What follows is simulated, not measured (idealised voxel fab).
Process module in this document: voxel self aligned vias
225 nm wide, 5 nm square cells: that's cross-section cut.
Cross-section layout: square cells on a grid; listed as bands, top to bottom; a band spans one or more cell rows. It is stipulated that each band's entry specify, in nanometres, the height of the top of the band and then that of its bottom, followed by the materials of the band in left-to-right sequence, each together with its width in nanometres. A single material marked by the word "all across" is understood to fill the band from edge to edge; the word "empty" is understood to denote empty space. Beneath 0, the wafer as received is one material, and that level is where height counting begins. The lowest band goes on downward without a bottom; it is written like "0 -> down". It should be noted that a width expressed as "30 to 40" varies in equal increments from row to row of cells within the band, taking the value of the first number at the top row and that of the second number at the bottom row. Where the words "no modifications" appear for a step, the cross-section shows no cell changed by that step; every cell remained as before. In the "Closed void roster" entry, you get each enclosed empty space of 8 cells or more, one with no open way to the top, written width x height at distance, distance from the left edge, in nm. Read whatever lies past the settings on a step's line as the simulator's own remark about the step. overlay nm: where the mask lay relative to plan, measured to the right, on steps with a mask; negatives go left.

**Process steps (planned)**
1,RECEIVE with material Si
2,CONFORMAL_DEP with material SiO2, thk nm 15
3,CONFORMAL_DEP with material SiCN, thk nm 5
4,DIRECTIONAL_DEP with material lowk, thk nm 20
5,PATTERN with tone open, mask id LINES, material resist, width nm 20, pitch nm 65, thk nm 15, overlay nm 0
6,DIRECTIONAL_ETCH with etch materials lowk, depth nm 20
7,STRIP with etch materials resist
8,CONFORMAL_DEP with material TiN, thk nm 5
9,FILL_DEP with material Ru, thk nm 5
10,CMP with height nm 40
11,SELECTIVE_ETCH with etch materials W Ru TiN, depth nm 5
12,FILL_DEP with material SiN, thk nm 10
13,CMP with height nm 40
14,DIRECTIONAL_DEP with material lowk, thk nm 15
15,DIRECTIONAL_DEP with material aC, thk nm 15
16,PATTERN with tone open, mask id VIAS, material resist, width nm 40, pitch nm 65, thk nm 35, overlay nm 0
17,DIRECTIONAL_ETCH with etch materials aC, depth nm 15
18,STRIP with etch materials resist
19,DIRECTIONAL_ETCH with etch materials lowk, depth nm 15
20,DIRECTIONAL_ETCH with etch materials SiN, depth nm 5
21,STRIP with etch materials aC
22,CONFORMAL_DEP with material TiN, thk nm 5
23,FILL_DEP with material W, thk nm 5
24,CMP with height nm 55
25,CONFORMAL_DEP with material SiCN, thk nm 5

**First of two wafers: run as planned**

**Delivered wafer in cross-section: state after step 1**
	0 -> down | Si all across
	Closed void roster: none

**How the wafer stands in section after step 2**
	15 -> 0 | SiO2 all across
	For the remainder of the cross-section, below 0, there is no change.

**How the wafer stands in section after step 3**
	20 -> 15 | SiCN all across
	For the remainder of the cross-section, below 15, there is no change.

**How the wafer stands in section after step 4**
	40 -> 20 | lowk all across
	For the remainder of the cross-section, below 20, there is no change.

**How the wafer stands in section after step 5**
	55 -> 40 | resist 35, empty 20, resist 45, empty 20, resist 45, empty 20, resist 40
	For the remainder of the cross-section, below 40, there is no change.

**How the wafer stands in section after step 6**
	55 -> 40 | resist 35, empty 20, resist 45, empty 20, resist 45, empty 20, resist 40
	40 -> 20 | lowk 35, empty 20, lowk 45, empty 20, lowk 45, empty 20, lowk 40
	For the remainder of the cross-section, below 20, there is no change.

**How the wafer stands in section after step 7**
	40 -> 20 | lowk 35, empty 20, lowk 45, empty 20, lowk 45, empty 20, lowk 40
	For the remainder of the cross-section, below 20, there is no change.

**How the wafer stands in section after step 8**
	45 -> 40 | TiN 40, empty 10, TiN 55, empty 10, TiN 55, empty 10, TiN 45
	40 -> 25 | lowk 35, TiN 5, empty 10, TiN 5, lowk 45, TiN 5, empty 10, TiN 5, lowk 45, TiN 5, empty 10, TiN 5, lowk 40
	25 -> 20 | lowk 35, TiN 20, lowk 45, TiN 20, lowk 45, TiN 20, lowk 40
	For the remainder of the cross-section, below 20, there is no change.

**How the wafer stands in section after step 9**
	50 -> 45 | Ru all across
	45 -> 40 | TiN 40, Ru 10, TiN 55, Ru 10, TiN 55, Ru 10, TiN 45
	40 -> 25 | lowk 35, TiN 5, Ru 10, TiN 5, lowk 45, TiN 5, Ru 10, TiN 5, lowk 45, TiN 5, Ru 10, TiN 5, lowk 40
	For the remainder of the cross-section, below 25, there is no change.

**How the wafer stands in section after step 10**
	40 -> 25 | lowk 35, TiN 5, Ru 10, TiN 5, lowk 45, TiN 5, Ru 10, TiN 5, lowk 45, TiN 5, Ru 10, TiN 5, lowk 40
	For the remainder of the cross-section, below 25, there is no change.

**How the wafer stands in section after step 11**
	40 -> 35 | lowk 35, empty 20, lowk 45, empty 20, lowk 45, empty 20, lowk 40
	For the remainder of the cross-section, below 35, there is no change.

**How the wafer stands in section after step 12**
	50 -> 40 | SiN all across
	40 -> 35 | lowk 35, SiN 20, lowk 45, SiN 20, lowk 45, SiN 20, lowk 40
	For the remainder of the cross-section, below 35, there is no change.

**How the wafer stands in section after step 13**
	40 -> 35 | lowk 35, SiN 20, lowk 45, SiN 20, lowk 45, SiN 20, lowk 40
	For the remainder of the cross-section, below 35, there is no change.

**How the wafer stands in section after step 14**
	55 -> 40 | lowk all across
	For the remainder of the cross-section, below 40, there is no change.

**How the wafer stands in section after step 15**
	70 -> 55 | aC all across
	For the remainder of the cross-section, below 55, there is no change.

**How the wafer stands in section after step 16**
	105 -> 70 | resist 25, empty 40, resist 25, empty 40, resist 25, empty 40, resist 30
	For the remainder of the cross-section, below 70, there is no change.

**How the wafer stands in section after step 17**
	90 -> 70 | resist 25, empty 40, resist 25, empty 40, resist 25, empty 40, resist 30
	70 -> 55 | aC 25, empty 40, aC 25, empty 40, aC 25, empty 40, aC 30
	For the remainder of the cross-section, below 55, there is no change.

**How the wafer stands in section after step 18**
	70 -> 55 | aC 25, empty 40, aC 25, empty 40, aC 25, empty 40, aC 30
	For the remainder of the cross-section, below 55, there is no change.

**How the wafer stands in section after step 19**
	70 -> 55 | aC 25, empty 40, aC 25, empty 40, aC 25, empty 40, aC 30
	55 -> 40 | lowk 25, empty 40, lowk 25, empty 40, lowk 25, empty 40, lowk 30
	For the remainder of the cross-section, below 40, there is no change.

**How the wafer stands in section after step 20**
	70 -> 55 | aC 25, empty 40, aC 25, empty 40, aC 25, empty 40, aC 30
	55 -> 40 | lowk 25, empty 40, lowk 25, empty 40, lowk 25, empty 40, lowk 30
	40 -> 35 | lowk 35, empty 20, lowk 45, empty 20, lowk 45, empty 20, lowk 40
	For the remainder of the cross-section, below 35, there is no change.

**How the wafer stands in section after step 21**
	55 -> 40 | lowk 25, empty 40, lowk 25, empty 40, lowk 25, empty 40, lowk 30
	For the remainder of the cross-section, below 40, there is no change.

**How the wafer stands in section after step 22**
	60 -> 55 | TiN 30, empty 30, TiN 35, empty 30, TiN 35, empty 30, TiN 35
	55 -> 45 | lowk 25, TiN 5, empty 30, TiN 5, lowk 25, TiN 5, empty 30, TiN 5, lowk 25, TiN 5, empty 30, TiN 5, lowk 30
	45 -> 40 | lowk 25, TiN 15, empty 10, TiN 15, lowk 25, TiN 15, empty 10, TiN 15, lowk 25, TiN 15, empty 10, TiN 15, lowk 30
	40 -> 35 | lowk 35, TiN 20, lowk 45, TiN 20, lowk 45, TiN 20, lowk 40
	For the remainder of the cross-section, below 35, there is no change.

**How the wafer stands in section after step 23**
	65 -> 60 | W all across
	60 -> 55 | TiN 30, W 30, TiN 35, W 30, TiN 35, W 30, TiN 35
	55 -> 45 | lowk 25, TiN 5, W 30, TiN 5, lowk 25, TiN 5, W 30, TiN 5, lowk 25, TiN 5, W 30, TiN 5, lowk 30
	45 -> 40 | lowk 25, TiN 15, W 10, TiN 15, lowk 25, TiN 15, W 10, TiN 15, lowk 25, TiN 15, W 10, TiN 15, lowk 30
	For the remainder of the cross-section, below 40, there is no change.

**How the wafer stands in section after step 24**
	55 -> 45 | lowk 25, TiN 5, W 30, TiN 5, lowk 25, TiN 5, W 30, TiN 5, lowk 25, TiN 5, W 30, TiN 5, lowk 30
	For the remainder of the cross-section, below 45, there is no change.

**How the wafer stands in section after step 25**
	60 -> 55 | SiCN all across
	For the remainder of the cross-section, below 55, there is no change.

**Wafer two of the pair: same origin, same plan, one error during the run; identical to wafer one up to and including step 20**

**Second wafer cross-section, taken as of the time the plan sets for step 21 to be done**
	70 -> 55 | aC 25, empty 40, aC 25, empty 40, aC 25, empty 40, aC 30
	55 -> 40 | lowk 25, empty 40, lowk 25, empty 40, lowk 25, empty 40, lowk 30
	40 -> 20 | lowk 35, empty 20, lowk 45, empty 20, lowk 45, empty 20, lowk 40
	For the remainder of the cross-section, below 20, there is no change.

**Second wafer cross-section, taken as of the time the plan sets for step 22 to be done**
	75 -> 70 | TiN 30, empty 30, TiN 35, empty 30, TiN 35, empty 30, TiN 35
	70 -> 55 | aC 25, TiN 5, empty 30, TiN 5, aC 25, TiN 5, empty 30, TiN 5, aC 25, TiN 5, empty 30, TiN 5, aC 30
	55 -> 45 | lowk 25, TiN 5, empty 30, TiN 5, lowk 25, TiN 5, empty 30, TiN 5, lowk 25, TiN 5, empty 30, TiN 5, lowk 30
	45 -> 40 | lowk 25, TiN 15, empty 10, TiN 15, lowk 25, TiN 15, empty 10, TiN 15, lowk 25, TiN 15, empty 10, TiN 15, lowk 30
	40 -> 25 | lowk 35, TiN 5, empty 10, TiN 5, lowk 45, TiN 5, empty 10, TiN 5, lowk 45, TiN 5, empty 10, TiN 5, lowk 40
	25 -> 20 | lowk 35, TiN 20, lowk 45, TiN 20, lowk 45, TiN 20, lowk 40
	For the remainder of the cross-section, below 20, there is no change.

**Second wafer cross-section, taken as of the time the plan sets for step 23 to be done**
	80 -> 75 | W all across
	75 -> 70 | TiN 30, W 30, TiN 35, W 30, TiN 35, W 30, TiN 35
	70 -> 55 | aC 25, TiN 5, W 30, TiN 5, aC 25, TiN 5, W 30, TiN 5, aC 25, TiN 5, W 30, TiN 5, aC 30
	55 -> 45 | lowk 25, TiN 5, W 30, TiN 5, lowk 25, TiN 5, W 30, TiN 5, lowk 25, TiN 5, W 30, TiN 5, lowk 30
	45 -> 40 | lowk 25, TiN 15, W 10, TiN 15, lowk 25, TiN 15, W 10, TiN 15, lowk 25, TiN 15, W 10, TiN 15, lowk 30
	40 -> 25 | lowk 35, TiN 5, W 10, TiN 5, lowk 45, TiN 5, W 10, TiN 5, lowk 45, TiN 5, W 10, TiN 5, lowk 40
	For the remainder of the cross-section, below 25, there is no change.

**Second wafer cross-section, taken as of the time the plan sets for step 24 to be done**
	55 -> 45 | lowk 25, TiN 5, W 30, TiN 5, lowk 25, TiN 5, W 30, TiN 5, lowk 25, TiN 5, W 30, TiN 5, lowk 30
	For the remainder of the cross-section, below 45, there is no change.

**Second wafer cross-section, taken as of the time the plan sets for step 25 to be done**
	60 -> 55 | SiCN all across
	For the remainder of the cross-section, below 55, there is no change.
Want to know what went wrong? step 21 changed vs plan, executed as STRIP with etch materials TiN
Final wafer comparison in cells, second versus first, more or fewer per material: -12 Ru | -6 TiN | +18 W
